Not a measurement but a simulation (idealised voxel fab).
The process module that follows is named voxel ribs on slabs.
Section shown: cut. Width: 155 nm. Cell size: 5 nm, square.
Cross-section layout: square cells on a grid; listed as bands, top to bottom; a band spans one or more cell rows. It is stipulated that each band's entry specify, in nanometres, the height of the top of the band and then that of its bottom, followed by the materials of the band in left-to-right sequence, each together with its width in nanometres. A single material marked by the word "throughout" is understood to fill the band from edge to edge; the word "blank" is understood to denote empty space. Measure heights from 0. That's the level where, below it, the as-received wafer is all one material. The lowest band is bottomless and extends downward; write it as in "0 and below". Width "30 to 40": first value at the band's top row of cells, second value at its bottom row, equal change from row to row. "no alteration", as given for a step, is the statement that not any cell of the cross-section underwent a change during that step. Empty spaces counting at least 8 cells and having no open way to the top are listed in "Catalogued sealed voids". The notation width x height at distance is used for each, the distance being from the left edge and all three values in nm. If you see something after the settings on a step's line, that's the simulator's own remark about that step. What "overlay nm" on a step's line means: if the step has a mask, that mask lay this far to the right of its planned place, or, when the value is negative, to the left.
Here's what the planned process steps look like
1) RECEIVE with material Si
2) DIRECTIONAL_DEP with material SiO2, thk nm 30
3) DIRECTIONAL_DEP with material SiN, thk nm 25
4) PATTERN with tone cover, mask id RIB, material resist, width nm 20, thk nm 15, overlay nm 0
5) DIRECTIONAL_ETCH with etch materials SiN, depth nm 20
6) STRIP with etch materials resist
7) MASKED_ETCH with tone cover, mask id SLAB, width nm 50, etch materials SiN, depth nm 5, overlay nm 0
8) FILL_DEP with material SiO2, thk nm 20
9) CMP with height nm 70
10) DIRECTIONAL_DEP with material W, thk nm 10
11) DIRECTIONAL_DEP with material aC, thk nm 15
12) PATTERN with tone cover, mask id HEATER, material resist, width nm 30, thk nm 30, overlay nm 0
13) DIRECTIONAL_ETCH with etch materials aC, depth nm 15
14) STRIP with etch materials resist
15) DIRECTIONAL_ETCH with etch materials W, depth nm 10
16) STRIP with etch materials aC
17) CONFORMAL_DEP with material SiN, thk nm 5
Cross-sectional view of the wafer in its as-received condition, corresponding to the state after step 1
0 and below  Si throughout
Catalogued sealed voids: none
Sectioned view, first of two wafers, at the close of the module, processed as intended in the plan
85 down to 80  55 blank | 40 SiN | 60 blank
80 down to 75  55 blank | 5 SiN | 30 W | 5 SiN | 60 blank
75 down to 70  60 SiN | 30 W | 65 SiN
70 down to 55  SiO2 throughout
55 down to 35  65 SiO2 | 20 SiN | 70 SiO2
35 down to 30  50 SiO2 | 50 SiN | 55 SiO2
30 down to 0  SiO2 throughout
0 and below  Si throughout
Catalogued sealed voids: none
Second wafer at the end: like start, like plan, one mistake
80 down to 70  60 blank | 30 W | 65 blank
70 down to 55  SiO2 throughout
55 down to 35  65 SiO2 | 20 SiN | 70 SiO2
35 down to 30  50 SiO2 | 50 SiN | 55 SiO2
30 down to 0  SiO2 throughout
0 and below  Si throughout
Catalogued sealed voids: none
Heads up, the wafer didn't run the way we planned it: step 17 was left out
Final wafer comparison in cells, second versus first, more or fewer per material: 35 fewer of SiN
